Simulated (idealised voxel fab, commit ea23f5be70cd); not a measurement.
process module | voxel capacitor over wiring
cross-section cut | 215 nm wide | cells 5 nm
A cross-section is a grid of square cells, given in bands from the top down. A band is one or more rows of cells.
Each band's line starts with the height of the band's top and of its bottom, in nm. Then come its materials from left to right, each with its width in nm. One material with "throughout" fills the band from edge to edge. "air" is empty space.
Height 0 is the level under which the wafer as received is all one material. The lowest band goes on downwards, as in "0 down".
A width such as "30 to 40" changes by the same amount from each row of cells to the next, from the band's top row to its bottom row.
"no change" after a step means that no cell of the cross-section changed.
closed voids: empty space of 8 cells or more with no open way to the top, each as width x height at its distance from the left edge, in nm
after a step's settings: what the simulator itself notes on the step
overlay nm, on a step with a mask: how far to the right of its planned place the mask lay; to the left if negative
plan
1 op RECEIVE | material Si
2 op CONFORMAL_DEP | material SiO2 | thk nm 15
3 op DIRECTIONAL_DEP | material TiN | thk nm 5
4 op DIRECTIONAL_DEP | material Ru | thk nm 25
5 op PATTERN | tone cover | mask id METAL_1 | material resist | width nm 20 | pitch nm 80 | thk nm 15 | overlay nm 0
6 op DIRECTIONAL_ETCH | etch materials Ru | depth nm 25
7 op DIRECTIONAL_ETCH | etch materials TiN | depth nm 5
8 op STRIP | etch materials resist
9 op FILL_DEP | material SiO2 | thk nm 5
10 op CMP | height nm 45
11 op CONFORMAL_DEP | material SiCN | thk nm 5
12 op DIRECTIONAL_DEP | material SiO2 | thk nm 10
13 op PATTERN | tone open | mask id PLUG_1 | material resist | width nm 15 | thk nm 15 | overlay nm 0
14 op DIRECTIONAL_ETCH | etch materials SiO2 | depth nm 10
15 op DIRECTIONAL_ETCH | etch materials SiCN | depth nm 5
16 op STRIP | etch materials resist
17 op EPI | material Ru | thk nm 10
18 op EPI | material Ru | thk nm 5
19 op DIRECTIONAL_DEP | material TiN | thk nm 10
20 op DIRECTIONAL_DEP | material Al2O3 | thk nm 5
21 op DIRECTIONAL_DEP | material TiN | thk nm 5
22 op DIRECTIONAL_DEP | material aC | thk nm 15
23 op PATTERN | tone cover | mask id UPPER_PLATE | material resist | width nm 65 | thk nm 30 | overlay nm 0
24 op DIRECTIONAL_ETCH | etch materials aC | depth nm 15
25 op STRIP | etch materials resist
26 op DIRECTIONAL_ETCH | etch materials TiN | depth nm 5
27 op DIRECTIONAL_ETCH | etch materials Al2O3 | depth nm 5
28 op STRIP | etch materials aC
29 op PATTERN | tone cover | mask id LOWER_PLATE | material resist | width nm 75 | thk nm 20 | overlay nm 0
30 op DIRECTIONAL_ETCH | etch materials TiN | depth nm 10
31 op STRIP | etch materials resist
32 op FILL_DEP | material SiO2 | thk nm 15
33 op CMP | height nm 90
34 op PATTERN | tone open | mask id PLUG_2 | material resist | width nm 15 | thk nm 15 | overlay nm 0
35 op DIRECTIONAL_ETCH | etch materials SiO2 | depth nm 10
36 op STRIP | etch materials resist
37 op CONFORMAL_DEP | material TiN | thk nm 5
38 op FILL_DEP | material W | thk nm 10
39 op CMP | height nm 90
40 op CONFORMAL_DEP | material SiCN | thk nm 5
first wafer, as planned
as received, after step 1
  0 down: Si throughout
  closed voids: none
after step 2
  15 to 0: SiO2 throughout
  below 0: unchanged
after step 3
  20 to 15: TiN throughout
  below 15: unchanged
after step 4
  45 to 20: Ru throughout
  below 20: unchanged
after step 5
  60 to 45: air 55 | resist 20 | air 60 | resist 20 | air 60
  below 45: unchanged
after step 6
  60 to 45: air 55 | resist 20 | air 60 | resist 20 | air 60
  45 to 20: air 55 | Ru 20 | air 60 | Ru 20 | air 60
  below 20: unchanged
after step 7
  60 to 45: air 55 | resist 20 | air 60 | resist 20 | air 60
  45 to 20: air 55 | Ru 20 | air 60 | Ru 20 | air 60
  20 to 15: air 55 | TiN 20 | air 60 | TiN 20 | air 60
  below 15: unchanged
after step 8
  45 to 20: air 55 | Ru 20 | air 60 | Ru 20 | air 60
  below 20: unchanged
after step 9
  50 to 45: SiO2 throughout
  45 to 20: SiO2 55 | Ru 20 | SiO2 60 | Ru 20 | SiO2 60
  20 to 15: SiO2 55 | TiN 20 | SiO2 60 | TiN 20 | SiO2 60
  below 15: unchanged
after step 10
  45 to 20: SiO2 55 | Ru 20 | SiO2 60 | Ru 20 | SiO2 60
  below 20: unchanged
after step 11
  50 to 45: SiCN throughout
  below 45: unchanged
after step 12
  60 to 50: SiO2 throughout
  below 50: unchanged
after step 13
  75 to 60: resist 60 | air 15 | resist 140
  below 60: unchanged
after step 14
  75 to 60: resist 60 | air 15 | resist 140
  60 to 50: SiO2 60 | air 15 | SiO2 140
  below 50: unchanged
after step 15
  75 to 60: resist 60 | air 15 | resist 140
  60 to 50: SiO2 60 | air 15 | SiO2 140
  50 to 45: SiCN 60 | air 15 | SiCN 140
  below 45: unchanged
after step 16
  60 to 50: SiO2 60 | air 15 | SiO2 140
  below 50: unchanged
after step 17
  60 to 55: SiO2 60 | air 15 | SiO2 140
  55 to 50: SiO2 60 | Ru 15 | SiO2 140
  50 to 45: SiCN 60 | Ru 15 | SiCN 140
  below 45: unchanged
after step 18
  60 to 50: SiO2 60 | Ru 15 | SiO2 140
  below 50: unchanged
after step 19
  70 to 60: TiN throughout
  below 60: unchanged
after step 20
  75 to 70: Al2O3 throughout
  below 70: unchanged
after step 21
  80 to 75: TiN throughout
  below 75: unchanged
after step 22
  95 to 80: aC throughout
  below 80: unchanged
after step 23
  125 to 95: air 60 | resist 65 | air 90
  below 95: unchanged
after step 24
  110 to 95: air 60 | resist 65 | air 90
  95 to 80: air 60 | aC 65 | air 90
  below 80: unchanged
after step 25
  95 to 80: air 60 | aC 65 | air 90
  below 80: unchanged
after step 26
  95 to 80: air 60 | aC 65 | air 90
  80 to 75: air 60 | TiN 65 | air 90
  below 75: unchanged
after step 27
  95 to 80: air 60 | aC 65 | air 90
  80 to 75: air 60 | TiN 65 | air 90
  75 to 70: air 60 | Al2O3 65 | air 90
  below 70: unchanged
after step 28
  80 to 75: air 60 | TiN 65 | air 90
  below 75: unchanged
after step 29
  100 to 80: air 55 | resist 75 | air 85
  80 to 75: air 55 | resist 5 | TiN 65 | resist 5 | air 85
  75 to 70: air 55 | resist 5 | Al2O3 65 | resist 5 | air 85
  below 70: unchanged
after step 30
  100 to 80: air 55 | resist 75 | air 85
  80 to 75: air 55 | resist 5 | TiN 65 | resist 5 | air 85
  75 to 70: air 55 | resist 5 | Al2O3 65 | resist 5 | air 85
  70 to 60: air 55 | TiN 75 | air 85
  below 60: unchanged
after step 31
  80 to 75: air 60 | TiN 65 | air 90
  75 to 70: air 60 | Al2O3 65 | air 90
  below 70: unchanged
after step 32
  95 to 80: SiO2 throughout
  80 to 75: SiO2 60 | TiN 65 | SiO2 90
  75 to 70: SiO2 60 | Al2O3 65 | SiO2 90
  70 to 60: SiO2 55 | TiN 75 | SiO2 85
  below 60: unchanged
after step 33
  90 to 80: SiO2 throughout
  below 80: unchanged
after step 34
  105 to 90: resist 70 | air 15 | resist 130
  below 90: unchanged
after step 35
  105 to 90: resist 70 | air 15 | resist 130
  90 to 80: SiO2 70 | air 15 | SiO2 130
  below 80: unchanged
after step 36
  90 to 80: SiO2 70 | air 15 | SiO2 130
  below 80: unchanged
after step 37
  95 to 90: TiN 75 | air 5 | TiN 135
  90 to 85: SiO2 70 | TiN 5 | air 5 | TiN 5 | SiO2 130
  85 to 75: SiO2 70 to 60 | TiN 15 to 65 | SiO2 130 to 90
  below 75: unchanged
after step 38
  105 to 95: W throughout
  95 to 90: TiN 75 | W 5 | TiN 135
  90 to 85: SiO2 70 | TiN 5 | W 5 | TiN 5 | SiO2 130
  below 85: unchanged
after step 39
  90 to 85: SiO2 70 | TiN 5 | W 5 | TiN 5 | SiO2 130
  below 85: unchanged
after step 40
  95 to 90: SiCN throughout
  below 90: unchanged
second wafer: like start, like plan, one mistake. Through step 10 it matches the first wafer
when step 11 should have ended
  55 to 45: SiO2 throughout
  below 45: unchanged
when step 12 should have ended
  60 to 55: SiCN throughout
  below 55: unchanged
when step 13 should have ended
  75 to 60: resist 60 | air 15 | resist 140
  below 60: unchanged
when step 14 should have ended: no change
when step 15 should have ended
  75 to 60: resist 60 | air 15 | resist 140
  60 to 55: SiCN 60 | air 15 | SiCN 140
  below 55: unchanged
when step 16 should have ended
  60 to 55: SiCN 60 | air 15 | SiCN 140
  below 55: unchanged
when step 17 should have ended: no change
when step 18 should have ended: no change
when step 19 should have ended
  70 to 65: TiN 60 | air 15 | TiN 140
  65 to 60: TiN throughout
  60 to 55: SiCN 60 | TiN 15 | SiCN 140
  below 55: unchanged
when step 20 should have ended
  75 to 70: Al2O3 60 | air 15 | Al2O3 140
  70 to 65: TiN 60 | Al2O3 15 | TiN 140
  below 65: unchanged
when step 21 should have ended
  80 to 75: TiN 60 | air 15 | TiN 140
  75 to 70: Al2O3 60 | TiN 15 | Al2O3 140
  below 70: unchanged
when step 22 should have ended
  95 to 90: aC 60 | air 15 | aC 140
  90 to 80: aC throughout
  80 to 75: TiN 60 | aC 15 | TiN 140
  below 75: unchanged
when step 23 should have ended
  125 to 95: air 60 | resist 65 | air 90
  95 to 90: aC 60 | resist 15 | aC 140
  below 90: unchanged
when step 24 should have ended
  110 to 95: air 60 | resist 65 | air 90
  95 to 90: air 60 | resist 15 | aC 50 | air 90
  90 to 80: air 60 | aC 65 | air 90
  below 80: unchanged
when step 25 should have ended
  95 to 90: air 75 | aC 50 | air 90
  below 90: unchanged
when step 26 should have ended
  95 to 90: air 75 | aC 50 | air 90
  90 to 80: air 60 | aC 65 | air 90
  80 to 75: air 60 | aC 15 | TiN 50 | air 90
  below 75: unchanged
when step 27 should have ended
  95 to 90: air 75 | aC 50 | air 90
  90 to 80: air 60 | aC 65 | air 90
  80 to 75: air 60 | aC 15 | TiN 50 | air 90
  75 to 70: air 60 | TiN 15 | Al2O3 50 | air 90
  below 70: unchanged
when step 28 should have ended
  80 to 75: air 75 | TiN 50 | air 90
  below 75: unchanged
when step 29 should have ended
  100 to 80: air 55 | resist 75 | air 85
  80 to 75: air 55 | resist 20 | TiN 50 | resist 5 | air 85
  75 to 70: air 55 | resist 5 | TiN 15 | Al2O3 50 | resist 5 | air 85
  below 70: unchanged
when step 30 should have ended
  100 to 80: air 55 | resist 75 | air 85
  80 to 75: air 55 | resist 20 | TiN 50 | resist 5 | air 85
  75 to 70: air 55 | resist 5 | TiN 15 | Al2O3 50 | resist 5 | air 85
  70 to 65: air 55 | TiN 5 | Al2O3 15 | TiN 55 | air 85
  65 to 60: air 55 | TiN 75 | air 85
  below 60: unchanged
when step 31 should have ended
  80 to 75: air 75 | TiN 50 | air 90
  75 to 70: air 60 | TiN 15 | Al2O3 50 | air 90
  below 70: unchanged
when step 32 should have ended
  95 to 80: SiO2 throughout
  80 to 75: SiO2 75 | TiN 50 | SiO2 90
  75 to 70: SiO2 60 | TiN 15 | Al2O3 50 | SiO2 90
  70 to 65: SiO2 55 | TiN 5 | Al2O3 15 | TiN 55 | SiO2 85
  65 to 60: SiO2 55 | TiN 75 | SiO2 85
  below 60: unchanged
when step 33 should have ended
  90 to 80: SiO2 throughout
  below 80: unchanged
when step 34 should have ended
  105 to 90: resist 70 | air 15 | resist 130
  below 90: unchanged
when step 35 should have ended
  105 to 90: resist 70 | air 15 | resist 130
  90 to 80: SiO2 70 | air 15 | SiO2 130
  below 80: unchanged
when step 36 should have ended
  90 to 80: SiO2 70 | air 15 | SiO2 130
  below 80: unchanged
when step 37 should have ended
  95 to 90: TiN 75 | air 5 | TiN 135
  90 to 85: SiO2 70 | TiN 5 | air 5 | TiN 5 | SiO2 130
  85 to 75: SiO2 70 to 75 | TiN 15 to 50 | SiO2 130 to 90
  below 75: unchanged
when step 38 should have ended
  105 to 95: W throughout
  95 to 90: TiN 75 | W 5 | TiN 135
  90 to 85: SiO2 70 | TiN 5 | W 5 | TiN 5 | SiO2 130
  below 85: unchanged
when step 39 should have ended
  90 to 85: SiO2 70 | TiN 5 | W 5 | TiN 5 | SiO2 130
  below 85: unchanged
when step 40 should have ended
  95 to 90: SiCN throughout
  below 90: unchanged
what went wrong: steps 11 and 12 were swapped
at the end the second wafer has, in cells: 9 fewer of Ru | 9 more of SiO2
